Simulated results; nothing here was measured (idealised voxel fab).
Process module heading - voxel transistor to metal
Displayed cross-section: cut, width of 295 nm, square cells sized 5 nm.
The cross-sections in this document take the form of a grid made of square cells. They are written out as bands, in order from top to bottom. Each band consists of one or more rows of cells. Top height, bottom height, nm. Materials left to right, width each, nm. Single material + "all across" = fills band edge to edge. "air" = empty. All heights in this document are referenced to 0, defined as the level beneath which the wafer, as received, consists entirely of one material. The lowest band is not bounded below; it extends indefinitely downward and is written in the form "0..down". Read "30 to 40" as a graded width: first number on top, second number at the bottom, same change between each pair of neighbouring rows. The designation "same as before", where it is given for a processing step, indicates that no cell of the cross-section was altered in the course of that step. Closed-off voids of 8+ cells (no open route to the top) go in "Closed void listing", written width x height at distance from the left edge, in nm. That trailing text on a step's line, after the settings, is the simulator's own remark on the step. A step line may carry the setting "overlay nm", which, for steps involving a mask, states the distance by which the mask lay to the right of its intended position; negative values denote displacement to the left.

Steps in the process plan:
1. RECEIVE, material Si
2. CONFORMAL_DEP, material SiO2, thk nm 5
3. CONFORMAL_DEP, material SiN, thk nm 10
4. MASKED_ETCH, tone cover, mask id ACTIVE, width nm 115, pitch nm 145, etch materials SiN, depth nm 10, overlay nm 0
5. MASKED_ETCH, tone cover, mask id ACTIVE, width nm 115, pitch nm 145, etch materials SiO2, depth nm 5, overlay nm 0
6. MASKED_ETCH, tone cover, mask id ACTIVE, width nm 115, pitch nm 145, etch materials Si, depth nm 30, overlay nm 0
7. OXIDIZE, depth nm 5
8. FILL_DEP, material SiO2, thk nm 5
9. CMP, height nm 15
10. SELECTIVE_ETCH, etch materials SiO2, depth nm 10
11. STRIP, etch materials SiN
12. SELECTIVE_ETCH, etch materials SiO2, depth nm 5
13. OXIDIZE, depth nm 5
14. DIRECTIONAL_DEP, material polySi, thk nm 25
15. DIRECTIONAL_DEP, material SiCN, thk nm 15
16. PATTERN, tone cover, mask id GATE, material resist, width nm 35, pitch nm 145, thk nm 15, overlay nm 0
17. DIRECTIONAL_ETCH, etch materials SiCN, depth nm 25
18. DIRECTIONAL_ETCH, etch materials polySi, depth nm 35
19. STRIP, etch materials resist
20. CONFORMAL_DEP, material SiO2, thk nm 5
21. DIRECTIONAL_ETCH, etch materials SiO2, depth nm 5
22. CONFORMAL_DEP, material SiN, thk nm 5
23. DIRECTIONAL_ETCH, etch materials SiN, depth nm 5
24. DIRECTIONAL_ETCH, etch materials SiO2, depth nm 5
25. EPI, material pSi, thk nm 5
26. FILL_DEP, material SiO2, thk nm 10
27. CMP, height nm 25
28. STRIP, etch materials polySi
29. SELECTIVE_ETCH, etch materials SiO2, depth nm 5
30. CONFORMAL_DEP, material HfO2, thk nm 5
31. CONFORMAL_DEP, material TiN, thk nm 5
32. FILL_DEP, material W, thk nm 10
33. CMP, height nm 20
34. DIRECTIONAL_DEP, material SiO2, thk nm 15
35. PATTERN, tone open, mask id CONTACT, material resist, width nm 15, thk nm 15, overlay nm 0
36. DIRECTIONAL_ETCH, etch materials SiO2, depth nm 35
37. STRIP, etch materials resist
38. CONFORMAL_DEP, material TiN, thk nm 5
39. FILL_DEP, material W, thk nm 5
40. CMP, height nm 35
41. CONFORMAL_DEP, material SiN, thk nm 5
42. DIRECTIONAL_DEP, material lowk, thk nm 15
43. MASKED_ETCH, tone open, mask id METAL_1, width nm 15, etch materials lowk, depth nm 15, overlay nm 0
44. MASKED_ETCH, tone open, mask id METAL_1, width nm 15, etch materials SiN, depth nm 5, overlay nm 0
45. CONFORMAL_DEP, material TiN, thk nm 5
46. FILL_DEP, material Ru, thk nm 5
47. CMP, height nm 55
48. EPI, material Ru, thk nm 5
49. FILL_DEP, material SiCN, thk nm 5
50. DIRECTIONAL_DEP, material SiO2, thk nm 35
51. MASKED_ETCH, tone open, mask id METAL_2, width nm 15, pitch nm 145, etch materials SiO2, depth nm 20, overlay nm 0
52. PATTERN, tone open, mask id METAL_2_HOLES, material resist, width nm 15, pitch nm 145, thk nm 15, overlay nm 0
53. DIRECTIONAL_ETCH, etch materials SiO2, depth nm 15
54. DIRECTIONAL_ETCH, etch materials SiCN, depth nm 5
55. STRIP, etch materials resist
56. CONFORMAL_DEP, material TiN, thk nm 5
57. FILL_DEP, material Cu, thk nm 10
58. CMP, height nm 100
59. CONFORMAL_DEP, material SiCN, thk nm 5

As received, after step 1:
  0..down | Si all across
  Closed void listing: none

Starting structure and process plan are as shown above, but one mistake was made in running the module; the wafer cross-section at the end of the module follows:
  105..100 | SiCN all across
  100..65 | SiO2 20 nm | TiN 5 nm | Cu 5 nm | TiN 5 nm | SiO2 130 nm | TiN 5 nm | Cu 5 nm | TiN 5 nm | SiO2 115 nm
  65..60 | SiCN 20 nm | TiN 15 nm | SiCN 130 nm | TiN 15 nm | SiCN 115 nm
  60..55 | SiCN 15 nm | Ru 25 nm | SiCN 65 nm | Ru 25 nm | SiCN 30 nm | Ru 25 nm | SiCN 65 nm | Ru 25 nm | SiCN 20 nm
  55..40 | lowk 20 nm | TiN 5 nm | Ru 5 nm | TiN 5 nm | lowk 75 nm | TiN 5 nm | Ru 5 nm | TiN 5 nm | lowk 40 nm | TiN 5 nm | Ru 5 nm | TiN 5 nm | lowk 75 nm | TiN 5 nm | Ru 5 nm | TiN 5 nm | lowk 25 nm
  40..35 | SiN 20 nm | TiN 15 nm | SiN 75 nm | TiN 15 nm | SiN 40 nm | TiN 15 nm | SiN 75 nm | TiN 15 nm | SiN 25 nm
  35..20 | Ru all across
  20..5 | SiO2 45 nm | SiN 5 nm | HfO2 5 nm | TiN 5 nm | W 25 nm | TiN 5 nm | HfO2 5 nm | SiN 5 nm | SiO2 90 nm | SiN 5 nm | HfO2 5 nm | TiN 5 nm | W 25 nm | TiN 5 nm | HfO2 5 nm | SiN 5 nm | SiO2 50 nm
  5..0 | SiO2 45 nm | SiN 5 nm | HfO2 5 nm | TiN 35 nm | HfO2 5 nm | SiN 5 nm | SiO2 90 nm | SiN 5 nm | HfO2 5 nm | TiN 35 nm | HfO2 5 nm | SiN 5 nm | SiO2 50 nm
  0..-5 | SiO2 15 nm | pSi 30 nm | SiO2 5 nm | HfO2 45 nm | SiO2 5 nm | pSi 30 nm | SiO2 30 nm | pSi 30 nm | SiO2 5 nm | HfO2 45 nm | SiO2 5 nm | pSi 30 nm | SiO2 20 nm
  -5..-35 | SiO2 20 nm | Si 105 nm | SiO2 40 nm | Si 105 nm | SiO2 25 nm
  -35..down | Si all across
  Closed void listing: none
Run error: step 34 did not happen as planned, as run it was DIRECTIONAL_DEP, material Ru, thk nm 15
